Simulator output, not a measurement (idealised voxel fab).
The process module presented herein is designated voxel ribs on slabs.
It is cross-section cut that appears here, measuring 235 nm in width, its square cells being 5 nm in size.
In this document a cross-section is written as a grid of square cells. It is given as a series of bands, listed from the top down, and a band is one or more rows of cells.
In this notation a band is specified by the heights of its top and bottom, in that order and in nm, after which its materials appear from left to right, each paired with its width in nm. The word "all across" attached to a single material means that material fills the band from edge to edge; the word "blank" stands for empty space.
The reference from which all heights are counted is 0, the level beneath which the as-received wafer is entirely one material; the lowest band, having no lower bound, proceeds downward and is written after the example "z 0 and below".
Note: "30->40" means the width goes from the first number (top row of the band) to the second number (bottom row) in equal steps per row of cells.
Step note "identical to before" = no cross-section cell changed.
The list in "Cavities, sealed" covers empty spaces of 8 cells or more that cannot reach the top through any open way, and it gives each as width x height at distance; the distance is from the left edge, and width, height and distance are in nm.
On each step's line, the part that comes after the settings is the simulator's own comment on the step.
You can add "overlay nm" to a step's line. For a step with a mask, it describes how far the mask lay to the right of its planned position, and a negative number describes a lay to the left.
## Steps planned for the process
1. RECEIVE (material Si)
2. DIRECTIONAL_DEP (material SiO2; thk nm 20)
3. DIRECTIONAL_DEP (material polySi; thk nm 15)
4. DIRECTIONAL_DEP (material aC; thk nm 15)
5. PATTERN (tone cover; mask id RIB; material resist; width nm 30; thk nm 30; overlay nm 0)
6. DIRECTIONAL_ETCH (etch materials aC; depth nm 15)
7. STRIP (etch materials resist)
8. DIRECTIONAL_ETCH (etch materials polySi; depth nm 5)
9. STRIP (etch materials aC)
10. MASKED_ETCH (tone cover; mask id SLAB; width nm 80; etch materials polySi; depth nm 10; overlay nm 0)
11. FILL_DEP (material SiO2; thk nm 30)
12. CMP (height nm 55)
13. DIRECTIONAL_DEP (material W; thk nm 5)
14. DIRECTIONAL_DEP (material aC; thk nm 15)
15. PATTERN (tone cover; mask id HEATER; material resist; width nm 40; thk nm 30; overlay nm 0)
16. DIRECTIONAL_ETCH (etch materials aC; depth nm 15)
17. STRIP (etch materials resist)
18. DIRECTIONAL_ETCH (etch materials W; depth nm 5)
19. STRIP (etch materials aC)
20. CONFORMAL_DEP (material SiO2; thk nm 5)
## So, the first of our two wafers, run just as we planned it
## As received (post step 1): cross-section
* z 0 and below = Si all across
* Cavities, sealed: none
## Presented here is a cross-section of the wafer after step 2 has been performed
* z 20 to 0 = SiO2 all across
* Anything lower than 0 is untouched.
## Presented here is a cross-section of the wafer after step 3 has been performed
* z 35 to 20 = polySi all across
* Anything lower than 20 is untouched.
## Presented here is a cross-section of the wafer after step 4 has been performed
* z 50 to 35 = aC all across
* Anything lower than 35 is untouched.
## Presented here is a cross-section of the wafer after step 5 has been performed
* z 80 to 50 = 100 of blank, 30 of resist, 105 of blank
* Anything lower than 50 is untouched.
## Presented here is a cross-section of the wafer after step 6 has been performed
* z 65 to 50 = 100 of blank, 30 of resist, 105 of blank
* z 50 to 35 = 100 of blank, 30 of aC, 105 of blank
* Anything lower than 35 is untouched.
## Presented here is a cross-section of the wafer after step 7 has been performed
* z 50 to 35 = 100 of blank, 30 of aC, 105 of blank
* Anything lower than 35 is untouched.
## Presented here is a cross-section of the wafer after step 8 has been performed
* z 50 to 35 = 100 of blank, 30 of aC, 105 of blank
* z 35 to 30 = 100 of blank, 30 of polySi, 105 of blank
* Anything lower than 30 is untouched.
## Presented here is a cross-section of the wafer after step 9 has been performed
* z 35 to 30 = 100 of blank, 30 of polySi, 105 of blank
* Anything lower than 30 is untouched.
## Presented here is a cross-section of the wafer after step 10 has been performed
* z 35 to 30 = 100 of blank, 30 of polySi, 105 of blank
* z 30 to 20 = 75 of blank, 80 of polySi, 80 of blank
* Anything lower than 20 is untouched.
## Presented here is a cross-section of the wafer after step 11 has been performed
* z 65 to 35 = SiO2 all across
* z 35 to 30 = 100 of SiO2, 30 of polySi, 105 of SiO2
* z 30 to 20 = 75 of SiO2, 80 of polySi, 80 of SiO2
* Anything lower than 20 is untouched.
## Presented here is a cross-section of the wafer after step 12 has been performed
* z 55 to 35 = SiO2 all across
* Anything lower than 35 is untouched.
## Presented here is a cross-section of the wafer after step 13 has been performed
* z 60 to 55 = W all across
* Anything lower than 55 is untouched.
## Presented here is a cross-section of the wafer after step 14 has been performed
* z 75 to 60 = aC all across
* Anything lower than 60 is untouched.
## Presented here is a cross-section of the wafer after step 15 has been performed
* z 105 to 75 = 95 of blank, 40 of resist, 100 of blank
* Anything lower than 75 is untouched.
## Presented here is a cross-section of the wafer after step 16 has been performed
* z 90 to 75 = 95 of blank, 40 of resist, 100 of blank
* z 75 to 60 = 95 of blank, 40 of aC, 100 of blank
* Anything lower than 60 is untouched.
## Presented here is a cross-section of the wafer after step 17 has been performed
* z 75 to 60 = 95 of blank, 40 of aC, 100 of blank
* Anything lower than 60 is untouched.
## Presented here is a cross-section of the wafer after step 18 has been performed
* z 75 to 60 = 95 of blank, 40 of aC, 100 of blank
* z 60 to 55 = 95 of blank, 40 of W, 100 of blank
* Anything lower than 55 is untouched.
## Presented here is a cross-section of the wafer after step 19 has been performed
* z 60 to 55 = 95 of blank, 40 of W, 100 of blank
* Anything lower than 55 is untouched.
## Presented here is a cross-section of the wafer after step 20 has been performed
* z 65 to 60 = 90 of blank, 50 of SiO2, 95 of blank
* z 60 to 55 = 95 of SiO2, 40 of W, 100 of SiO2
* Anything lower than 55 is untouched.
## Wafer two. Same start, same plan, one slip in execution. Same as wafer one through step 11, inclusive
## At the planned end of step 12, the second wafer in cross-section
* z 50 to 35 = SiO2 all across
* Anything lower than 35 is untouched.
## At the planned end of step 13, the second wafer in cross-section
* z 55 to 50 = W all across
* Anything lower than 50 is untouched.
## At the planned end of step 14, the second wafer in cross-section
* z 70 to 55 = aC all across
* Anything lower than 55 is untouched.
## At the planned end of step 15, the second wafer in cross-section
* z 100 to 70 = 95 of blank, 40 of resist, 100 of blank
* Anything lower than 70 is untouched.
## At the planned end of step 16, the second wafer in cross-section
* z 85 to 70 = 95 of blank, 40 of resist, 100 of blank
* z 70 to 55 = 95 of blank, 40 of aC, 100 of blank
* Anything lower than 55 is untouched.
## At the planned end of step 17, the second wafer in cross-section
* z 70 to 55 = 95 of blank, 40 of aC, 100 of blank
* Anything lower than 55 is untouched.
## At the planned end of step 18, the second wafer in cross-section
* z 70 to 55 = 95 of blank, 40 of aC, 100 of blank
* z 55 to 50 = 95 of blank, 40 of W, 100 of blank
* Anything lower than 50 is untouched.
## At the planned end of step 19, the second wafer in cross-section
* z 55 to 50 = 95 of blank, 40 of W, 100 of blank
* Anything lower than 50 is untouched.
## At the planned end of step 20, the second wafer in cross-section
* z 60 to 55 = 90 of blank, 50 of SiO2, 95 of blank
* z 55 to 50 = 95 of SiO2, 40 of W, 100 of SiO2
* Anything lower than 50 is untouched.
Deviation from plan: step 12 ran as: CMP (height nm 50)
Cell-count delta at end, second wafer over first, by material: SiO2 -47
